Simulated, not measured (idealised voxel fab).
Herein follows the process module entitled voxel spacer lines.
FYI the section here is cut, 205 nm wide, cells are 5 nm squares.
For the purposes of this document, a cross-section shall be understood as a grid of square cells, specified as bands listed in top-to-bottom order, each band consisting of one or more rows of cells. This entry defines a band. It first specifies the height of the band's top and the height of its bottom in nm, and then specifies the band's materials from left to right, stating each material with its width in nm. The word "all across" identifies a single material that fills the band from edge to edge, while the word "empty" identifies empty space. Counting heights begins at 0, where everything beneath is, in the wafer as received, one material. The lowest band has no bottom; it goes on downwards, as "from 0 down" shows. Width "30->40": first value at the band's top row of cells, second value at its bottom row, equal change from row to row. The designation "no alterations made", where it is given for a processing step, indicates that no cell of the cross-section was altered in the course of that step. "Closed empty spaces" specifies each empty space that is not open to the top and that occupies no fewer than 8 cells, using the form width x height at distance, the distance measured from the left edge and all three quantities in nm. It should be noted that, on the line of a given step, the content following the step's settings is a remark produced by the simulator itself with respect to that step. "overlay nm" answers the question of how far to the right of plan the mask lay on a step that has a mask, and when it is negative the answer is to the left.

The planned process steps are enumerated hereunder:
1. RECEIVE,material Si
2. CONFORMAL_DEP,material Al2O3,thk nm 10
3. DIRECTIONAL_DEP,material polySi,thk nm 20
4. DIRECTIONAL_DEP,material aC,thk nm 25
5. PATTERN,tone cover,mask id MANDREL,material resist,width nm 15,pitch nm 60,thk nm 35,overlay nm 0
6. DIRECTIONAL_ETCH,etch materials aC,depth nm 25
7. STRIP,etch materials resist
8. CONFORMAL_DEP,material SiN,thk nm 15
9. DIRECTIONAL_ETCH,etch materials SiN,depth nm 15
10. STRIP,etch materials aC
11. DIRECTIONAL_ETCH,etch materials polySi,depth nm 20
12. STRIP,etch materials SiN
13. FILL_DEP,material SiO2,thk nm 10
14. CMP,height nm 30
Across this set of wafers, the varied parameter is the width nm of step 5. Starting conditions are identical for every wafer, and the plan reports the value assigned to the first wafer.

The as-received cross-section of the first of several wafers corresponds to the state after step 1:
	from 0 down  Si all across
	Closed empty spaces: none

Wafer cross-section (first of several) - module end, post step 14 (last step):
	from 30 to 10  50 nm SiO2 | 15 nm polySi | 15 nm SiO2 | 15 nm polySi | 15 nm SiO2 | 15 nm polySi | 15 nm SiO2 | 15 nm polySi | 50 nm SiO2
	from 10 to 0  Al2O3 all across
	from 0 down  Si all across
	Closed empty spaces: none

X-section, last wafer, module end:
	from 30 to 10  45 nm SiO2 | 15 nm polySi | 30 nm SiO2 | 30 nm polySi | 30 nm SiO2 | 15 nm polySi | 40 nm SiO2
	from 10 to 0  Al2O3 all across
	from 0 down  Si all across
	Closed empty spaces: none

Each wafer at the end: cells of each material gained (+) or lost (-) since it was received, then its closed voids:
width nm 15 | +82 Al2O3 | +116 SiO2 | +48 polySi | Closed empty spaces: none
width nm 20 | +82 Al2O3 | +116 SiO2 | +48 polySi | Closed empty spaces: none
width nm 25 | +82 Al2O3 | +116 SiO2 | +48 polySi | Closed empty spaces: none
width nm 30 | +82 Al2O3 | +116 SiO2 | +48 polySi | Closed empty spaces: none
